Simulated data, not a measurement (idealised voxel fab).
process module | voxel tone inversion
cross-section cut | 240 nm wide | cells 5 nm
A cross-section is a grid of square cells, given in bands from the top down. A band is one or more rows of cells.
Each band's line starts with the height of the band's top and of its bottom, in nm. Then come its materials from left to right, each with its width in nm. One material with "throughout" fills the band from edge to edge. "air" is empty space.
Height 0 is the level under which the wafer as received is all one material. The lowest band goes on downwards, as in "0 down".
A width such as "30 to 40" changes by the same amount from each row of cells to the next, from the band's top row to its bottom row.
"no change" after a step means that no cell of the cross-section changed.
closed voids: empty space of 8 cells or more with no open way to the top, each as width x height at its distance from the left edge, in nm
after a step's settings: what the simulator itself notes on the step
overlay nm, on a step with a mask: how far to the right of its planned place the mask lay; to the left if negative
plan
1 op RECEIVE | material Si
2 op CONFORMAL_DEP | material SiN | thk nm 10
3 op DIRECTIONAL_DEP | material aC | thk nm 25
4 op PATTERN | tone cover | mask id POSTS | material resist | width nm 20 | pitch nm 50 | thk nm 35 | overlay nm -15
5 op DIRECTIONAL_ETCH | etch materials aC | depth nm 25
6 op STRIP | etch materials resist
7 op FILL_DEP | material lowk | thk nm 5
8 op CMP | height nm 35
9 op STRIP | etch materials aC
10 op CONFORMAL_DEP | material TiN | thk nm 5
11 op FILL_DEP | material Ru | thk nm 10
12 op CMP | height nm 35
13 op CONFORMAL_DEP | material SiN | thk nm 5
varied across the wafers: overlay nm of step 4. The plan shows the first wafer's value. All wafers start alike
first wafer as received, after step 1
  0 down: Si throughout
  closed voids: none
each wafer at the end: cells of each material gained (+) or lost (-) since it was received, then its closed voids
overlay nm -15 | +32 Ru | +144 SiN | +48 TiN | +160 lowk | closed voids: none
overlay nm -10 | +32 Ru | +144 SiN | +48 TiN | +160 lowk | closed voids: none
overlay nm -5 | +32 Ru | +144 SiN | +48 TiN | +160 lowk | closed voids: none
overlay nm 0 | +32 Ru | +144 SiN | +48 TiN | +160 lowk | closed voids: none
overlay nm 5 | +32 Ru | +144 SiN | +48 TiN | +160 lowk | closed voids: none
overlay nm 10 | +32 Ru | +144 SiN | +48 TiN | +160 lowk | closed voids: none
overlay nm 15 | +32 Ru | +144 SiN | +48 TiN | +160 lowk | closed voids: none
